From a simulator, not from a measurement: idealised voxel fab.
Proc. module: voxel self aligned contacts
Xsec cut, 250 nm wide, square cell size 5 nm.
Each cross-section below is a grid of square cells, stated as bands in top-down order, with one or more rows of cells making up each band.
The band entry comprises the height of the band's top followed by the height of its bottom, expressed in nm, and subsequently the band's materials from left to right, each stated together with its width in nm. Where a single material is marked with the word "edge to edge", that material fills the band from edge to edge. The word "air" represents empty space.
Below 0: as-received wafer, all one material; heights counted from there. Lowest band: no bottom, goes on down, written "0..down".
The width entry "30->40" should be interpreted row by row: the top row of cells in the band takes the first number, the bottom row takes the second number, and the change between adjacent rows is uniform throughout.
Reading "no modification" for a step: not a cell of the cross-section changed in it.
Empty spaces without an open route to the top, at least 8 cells in extent, make up the entry "Sealed internal voids"; each is given as width x height at distance, where the distance is measured from the left edge, and all are in nm.
Post-settings text on a step line: simulator's own remark regarding the step.
If you see "overlay nm" on a step's line and that step has a mask, it's telling you how far right of where it was planned the mask ended up; a negative number means it went left instead.

plan
1: RECEIVE,material Si
2: OXIDIZE,depth nm 5
3: DIRECTIONAL_DEP,material polySi,thk nm 30
4: DIRECTIONAL_DEP,material SiN,thk nm 15
5: DIRECTIONAL_DEP,material aC,thk nm 10
6: PATTERN,tone cover,mask id GATE,material resist,width nm 30,pitch nm 55,thk nm 25,overlay nm 0
7: DIRECTIONAL_ETCH,etch materials aC,depth nm 10
8: STRIP,etch materials resist
9: DIRECTIONAL_ETCH,etch materials SiN,depth nm 15
10: DIRECTIONAL_ETCH,etch materials polySi,depth nm 30
11: STRIP,etch materials aC
12: CONFORMAL_DEP,material SiN,thk nm 5
13: DIRECTIONAL_ETCH,etch materials SiN,depth nm 5
14: FILL_DEP,material SiO2,thk nm 15
15: CMP,height nm 55
16: DIRECTIONAL_DEP,material aC,thk nm 10
17: PATTERN,tone open,mask id CONTACT,material resist,width nm 35,pitch nm 55,thk nm 25,overlay nm 0
18: DIRECTIONAL_ETCH,etch materials aC,depth nm 10
19: STRIP,etch materials resist
20: DIRECTIONAL_ETCH,etch materials SiO2,depth nm 60
21: STRIP,etch materials aC
22: CONFORMAL_DEP,material TiN,thk nm 5
23: FILL_DEP,material W,thk nm 10
24: CMP,height nm 55
25: CONFORMAL_DEP,material SiCN,thk nm 5

Cross-section of the incoming wafer, state after step 1
0..down | Si edge to edge
Sealed internal voids: none

Cross-sectional view of the first of the two wafers upon completion of the module, processed in accordance with the plan
60..55 | SiCN edge to edge
55..45 | SiO2 (80), then TiN (5->15), then W (25->5), then TiN (5->15), then SiO2 (20), then TiN (5->15), then W (25->5), then TiN (5->15), then SiO2 (80)
45..30 | SiO2 (50), then SiN (40), then TiN (5), then W (5), then TiN (5), then SiN (40), then TiN (5), then W (5), then TiN (5), then SiN (40), then SiO2 (50)
30..0 | SiO2 (50), then SiN (5), then polySi (30), then SiN (5), then TiN (5), then W (5), then TiN (5), then SiN (5), then polySi (30), then SiN (5), then TiN (5), then W (5), then TiN (5), then SiN (5), then polySi (30), then SiN (5), then SiO2 (50)
0..-5 | SiO2 (90), then TiN (15), then SiO2 (40), then TiN (15), then SiO2 (90)
-5..down | Si edge to edge
Sealed internal voids: none

Cross-sectional image of the second wafer of the two following completion of the module. Starting state and process plan were the same as for the first wafer; one execution error occurred
60..55 | SiCN edge to edge
55..50 | SiO2 (80), then TiN (5), then W (25), then TiN (5), then SiO2 (20), then TiN (5), then W (25), then TiN (5), then SiO2 (80)
50..45 | SiO2 (80), then TiN (35), then SiO2 (20), then TiN (35), then SiO2 (80)
45..30 | SiN (60), then SiO2 (20), then SiN (35), then SiO2 (20), then SiN (35), then SiO2 (20), then SiN (60)
30..0 | polySi (55), then SiN (5), then SiO2 (20), then SiN (5), then polySi (25), then SiN (5), then SiO2 (20), then SiN (5), then polySi (25), then SiN (5), then SiO2 (20), then SiN (5), then polySi (55)
0..-5 | SiO2 edge to edge
-5..down | Si edge to edge
Sealed internal voids: none
It is concluded that the wafer was processed incorrectly with respect to the plan, in that step 6 ran differently from the plan; actual operation with settings: PATTERN,tone open,mask id GATE,material resist,width nm 30,pitch nm 55,thk nm 25,overlay nm 0
at the end the second wafer has, in cells: SiN: 42 more | SiO2: 66 fewer | TiN: 40 fewer | W: 20 fewer | polySi: 84 more
